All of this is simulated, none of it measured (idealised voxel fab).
process module | voxel wiring stack
cross-section cut | 270 nm wide | cells 5 nm
A cross-section is a grid of square cells, given in bands from the top down. A band is one or more rows of cells.
Each band's line starts with the height of the band's top and of its bottom, in nm. Then come its materials from left to right, each with its width in nm. One material with "throughout" fills the band from edge to edge. "air" is empty space.
Height 0 is the level under which the wafer as received is all one material. The lowest band goes on downwards, as in "0 down".
A width such as "30 to 40" changes by the same amount from each row of cells to the next, from the band's top row to its bottom row.
"no change" after a step means that no cell of the cross-section changed.
closed voids: empty space of 8 cells or more with no open way to the top, each as width x height at its distance from the left edge, in nm
after a step's settings: what the simulator itself notes on the step
overlay nm, on a step with a mask: how far to the right of its planned place the mask lay; to the left if negative
plan
1 op RECEIVE | material Si
2 op CONFORMAL_DEP | material SiO2 | thk nm 15
3 op DIRECTIONAL_DEP | material TiN | thk nm 5
4 op DIRECTIONAL_DEP | material Ru | thk nm 20
5 op MASKED_ETCH | tone cover | mask id METAL_1 | width nm 25 | pitch nm 45 | etch materials Ru | depth nm 20 | overlay nm 0
6 op MASKED_ETCH | tone cover | mask id METAL_1 | width nm 25 | pitch nm 45 | etch materials TiN | depth nm 5 | overlay nm 0
7 op CONFORMAL_DEP | material SiCN | thk nm 5
8 op FILL_DEP | material SiO2 | thk nm 10
9 op CMP | height nm 40
10 op CONFORMAL_DEP | material SiCN | thk nm 5
11 op DIRECTIONAL_DEP | material lowk | thk nm 30
12 op DIRECTIONAL_DEP | material aC | thk nm 10
13 op PATTERN | tone open | mask id METAL_2_HOLES | material resist | width nm 15 | pitch nm 45 | thk nm 25 | overlay nm 0
14 op DIRECTIONAL_ETCH | etch materials aC | depth nm 10
15 op STRIP | etch materials resist
16 op DIRECTIONAL_ETCH | etch materials lowk | depth nm 30
17 op STRIP | etch materials aC
18 op MASKED_ETCH | tone open | mask id METAL_2 | width nm 25 | pitch nm 45 | etch materials lowk | depth nm 15 | overlay nm 0
19 op MASKED_ETCH | tone open | mask id METAL_2 | width nm 25 | pitch nm 45 | etch materials SiCN | depth nm 5 | overlay nm 0
20 op CONFORMAL_DEP | material TiN | thk nm 5
21 op FILL_DEP | material Ru | thk nm 10
22 op CMP | height nm 75
23 op CONFORMAL_DEP | material SiCN | thk nm 5
24 op DIRECTIONAL_DEP | material lowk | thk nm 10
25 op PATTERN | tone open | mask id PLUG_2 | material resist | width nm 15 | pitch nm 45 | thk nm 20 | overlay nm 0
26 op DIRECTIONAL_ETCH | etch materials lowk | depth nm 10
27 op DIRECTIONAL_ETCH | etch materials SiCN | depth nm 5
28 op STRIP | etch materials resist
29 op EPI | material Ru | thk nm 10
30 op EPI | material Ru | thk nm 5
31 op DIRECTIONAL_DEP | material TiN | thk nm 5
32 op DIRECTIONAL_DEP | material W | thk nm 25
33 op MASKED_ETCH | tone cover | mask id METAL_3 | width nm 25 | pitch nm 45 | etch materials W | depth nm 25 | overlay nm 0
34 op MASKED_ETCH | tone cover | mask id METAL_3 | width nm 25 | pitch nm 45 | etch materials TiN | depth nm 5 | overlay nm 0
35 op FILL_DEP | material lowk | thk nm 10
36 op CMP | height nm 120
37 op CONFORMAL_DEP | material SiCN | thk nm 5
as received, after step 1
  0 down: Si throughout
  closed voids: none
a wafer at the end: this start, this plan, one mistake
  125 to 120: SiCN throughout
  120 to 115: lowk 90 | W 10 | lowk 35 | W 10 | lowk 35 | W 10 | lowk 80
  115 to 95: lowk 75 | W 25 | lowk 20 | W 25 | lowk 20 | W 25 | lowk 80
  95 to 90: lowk 75 | W 15 | TiN 10 | lowk 20 | W 15 | TiN 10 | lowk 20 | W 15 | TiN 10 | lowk 80
  90 to 85: SiCN 75 | TiN 15 | SiCN 30 | TiN 15 | SiCN 30 | TiN 15 | SiCN 90
  85 to 75: lowk throughout
  75 to 65: lowk 75 | TiN 5 | Ru 15 | TiN 5 | lowk 20 | TiN 5 | Ru 15 | TiN 5 | lowk 20 | TiN 5 | Ru 15 | TiN 5 | lowk 80
  65 to 60: lowk 75 | TiN 5 | Ru 5 | TiN 15 | lowk 20 | TiN 5 | Ru 5 | TiN 15 | lowk 20 | TiN 5 | Ru 5 | TiN 15 | lowk 80
  60 to 45: lowk 75 | TiN 5 | Ru 5 | TiN 5 | lowk 30 | TiN 5 | Ru 5 | TiN 5 | lowk 30 | TiN 5 | Ru 5 | TiN 5 | lowk 90
  45 to 40: SiCN 75 | TiN 15 | SiCN 30 | TiN 15 | SiCN 30 | TiN 15 | SiCN 90
  40 to 20: SiO2 70 | SiCN 5 | Ru 25 | SiCN 5 | SiO2 10 | SiCN 5 | Ru 25 | SiCN 5 | SiO2 10 | SiCN 5 | Ru 25 | SiCN 5 | SiO2 75
  20 to 15: SiCN 75 | TiN 25 | SiCN 20 | TiN 25 | SiCN 20 | TiN 25 | SiCN 80
  15 to 0: SiO2 throughout
  0 down: Si throughout
  closed voids: none
what went wrong: steps 23 and 24 were swapped
